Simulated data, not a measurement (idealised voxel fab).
voxel tone inversion: a process module
The cross-section shown here is cut; it is 180 nm wide and divided into square cells measuring 5 nm on a side.
If you're reading a cross-section in this doc, picture square cells in a grid; it comes to you as bands, top ones listed first down to the bottom, and a band can be one or more rows of cells.
Band entry format. Leading values: height of top, height of bottom, nm. Remainder: materials in left-to-right order, each with its width in nm. Special words: "full width" on a single material, which then fills the band edge to edge; "blank", empty space.
We count height from 0. Below that, the starting wafer is all one material. The lowest band never ends at the bottom but goes on down; see "z 0 and below" for how that is written.
Width: "30..40" (first number = top row, second number = bottom row, same change from row to row of cells).
A step reported as "no change" is a step in which no cell of the cross-section changed.
In the "Closed voids list" entry, you get each enclosed empty space of 8 cells or more, one with no open way to the top, written width x height at distance, distance from the left edge, in nm.
It should be noted that, on the line of a given step, the content following the step's settings is a remark produced by the simulator itself with respect to that step.
Steps that use a mask can have "overlay nm" on their line. It says how far the mask sat to the right of where it was meant to be. Negative means to the left.

### These are the steps we planned for the process
step 1: RECEIVE | material Si
step 2: CONFORMAL_DEP | material SiN | thk nm 5
step 3: DIRECTIONAL_DEP | material aC | thk nm 15
step 4: PATTERN | tone cover | mask id POSTS | material resist | width nm 15 | pitch nm 40 | thk nm 20 | overlay nm -15
step 5: DIRECTIONAL_ETCH | etch materials aC | depth nm 15
step 6: STRIP | etch materials resist
step 7: FILL_DEP | material SiO2 | thk nm 5
step 8: CMP | height nm 20
step 9: STRIP | etch materials aC
It is noted that the wafers described herein are identical at the outset and are distinguished by the overlay nm of step 4; the value stated in the plan corresponds to the first wafer.

### First of several wafers (as received, post step 1), cross-sectional view
    z 0 and below = Si full width
    Closed voids list: none

### Here is the cross-section of the first of several wafers at the end of the module, after its last step, step 9
    z 20 to 5 = 25 nm SiO2  15 nm blank  25 nm SiO2  15 nm blank  25 nm SiO2  15 nm blank  60 nm SiO2
    z 5 to 0 = SiN full width
    z 0 and below = Si full width
    Closed voids list: none

### Cross-sectional depiction of the last of several wafers upon completion of the module
    z 20 to 5 = 55 nm SiO2  15 nm blank  25 nm SiO2  15 nm blank  25 nm SiO2  15 nm blank  30 nm SiO2
    z 5 to 0 = SiN full width
    z 0 and below = Si full width
    Closed voids list: none

### Every row in this table is a wafer at the end of the module, and it gives, for each of the materials, the cells that wafer has gained (+) or lost (-) since it was received, then its closed voids
overlay nm -15 | +36 SiN | +81 SiO2 | Closed voids list: none
overlay nm -10 | +36 SiN | +81 SiO2 | Closed voids list: none
overlay nm -5 | +36 SiN | +81 SiO2 | Closed voids list: none
overlay nm 0 | +36 SiN | +81 SiO2 | Closed voids list: none
overlay nm 5 | +36 SiN | +81 SiO2 | Closed voids list: none
overlay nm 10 | +36 SiN | +81 SiO2 | Closed voids list: none
overlay nm 15 | +36 SiN | +81 SiO2 | Closed voids list: none
